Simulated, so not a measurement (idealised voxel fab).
The name of this process module is voxel lift off.
For reference, the cross-section in this document is cut, with width 285 nm and square cells of 5 nm.
Cross-sections here: square-cell grids, written as top-down lists of bands, a band being one or more rows of cells. In this notation a band is specified by the heights of its top and bottom, in that order and in nm, after which its materials appear from left to right, each paired with its width in nm. The word "full width" attached to a single material means that material fills the band from edge to edge; the word "air" stands for empty space. Beneath 0, the wafer as received is one material, and that level is where height counting begins. The lowest band goes on downward without a bottom; it is written like "0 nm and below". Read "30->40" as a graded width: first number on top, second number at the bottom, same change between each pair of neighbouring rows. Any step labelled "no change occurred" changed none of the cells in the cross-section. You'll see "Unvented internal voids" listing empty spaces that have no way open to the top, as long as they're 8 cells or more; the notation is width x height at distance, where the distance is from the left edge, and all of it is in nm. Step line, after settings: the simulator's comment on this step. Among the settings permitted on a step's line is "overlay nm"; applied to a step with a mask, it specifies the extent to which the mask lay to the right of its planned position, whereas a negative figure signifies a position to the left.

## These are the steps we planned for the process
| 1 | RECEIVE with material Si |
| 2 | CONFORMAL_DEP with material Al2O3, thk nm 10 |
| 3 | PATTERN with tone open, mask id LINES, material resist, width nm 25, pitch nm 50, thk nm 25, overlay nm 0 |
| 4 | DIRECTIONAL_DEP with material Ru, thk nm 10 |
| 5 | STRIP with etch materials resist |
| 6 | CONFORMAL_DEP with material SiO2, thk nm 5 |

## So, the first of our two wafers, run just as we planned it

## Cross-section: wafer on arrival = after step 1
> 0 nm and below = Si full width
> Unvented internal voids: none

## Wafer section view after processing step 2
> 10 nm to 0 nm = Al2O3 full width
> Below 0 it's all the same as before, nothing changed down there.

## Wafer section view after processing step 3
> 35 nm to 10 nm = 105 nm resist / 25 nm air / 25 nm resist / 25 nm air / 105 nm resist
> Below 10 it's all the same as before, nothing changed down there.

## Wafer section view after processing step 4
> 45 nm to 35 nm = 105 nm Ru / 25 nm air / 25 nm Ru / 25 nm air / 105 nm Ru
> 35 nm to 20 nm = 105 nm resist / 25 nm air / 25 nm resist / 25 nm air / 105 nm resist
> 20 nm to 10 nm = 105 nm resist / 25 nm Ru / 25 nm resist / 25 nm Ru / 105 nm resist
> Below 10 it's all the same as before, nothing changed down there.

## Wafer section view after processing step 5
> 20 nm to 10 nm = 105 nm air / 25 nm Ru / 25 nm air / 25 nm Ru / 105 nm air
> Below 10 it's all the same as before, nothing changed down there.

## Wafer section view after processing step 6
> 25 nm to 20 nm = 100 nm air / 35 nm SiO2 / 15 nm air / 35 nm SiO2 / 100 nm air
> 20 nm to 15 nm = 100 nm air / 5 nm SiO2 / 25 nm Ru / 5 nm SiO2 / 15 nm air / 5 nm SiO2 / 25 nm Ru / 5 nm SiO2 / 100 nm air
> 15 nm to 10 nm = 105 nm SiO2 / 25 nm Ru / 25 nm SiO2 / 25 nm Ru / 105 nm SiO2
> Below 10 it's all the same as before, nothing changed down there.

## Second wafer, same starting state and plan as the first, one mistake in the run, identical through step 4

## Cross-section of the second wafer at the time step 5 of the plan should have ended
> 20 nm to 10 nm = 105 nm air / 25 nm Ru / 25 nm air / 25 nm Ru / 105 nm air
> Below 10 it's all the same as before, nothing changed down there.

## Cross-section of the second wafer at the time step 6 of the plan should have ended
> 25 nm to 20 nm = 100 nm air / 35 nm SiO2 / 15 nm air / 35 nm SiO2 / 100 nm air
> 20 nm to 15 nm = 100 nm air / 5 nm SiO2 / 25 nm Ru / 5 nm SiO2 / 15 nm air / 5 nm SiO2 / 25 nm Ru / 5 nm SiO2 / 100 nm air
> 15 nm to 10 nm = 105 nm SiO2 / 25 nm Ru / 25 nm SiO2 / 25 nm Ru / 105 nm SiO2
> Below 10 it's all the same as before, nothing changed down there.
Run error: step 5 of the plan saw execution twice
at the end the two cross-sections are the same: no effect in what this model computes
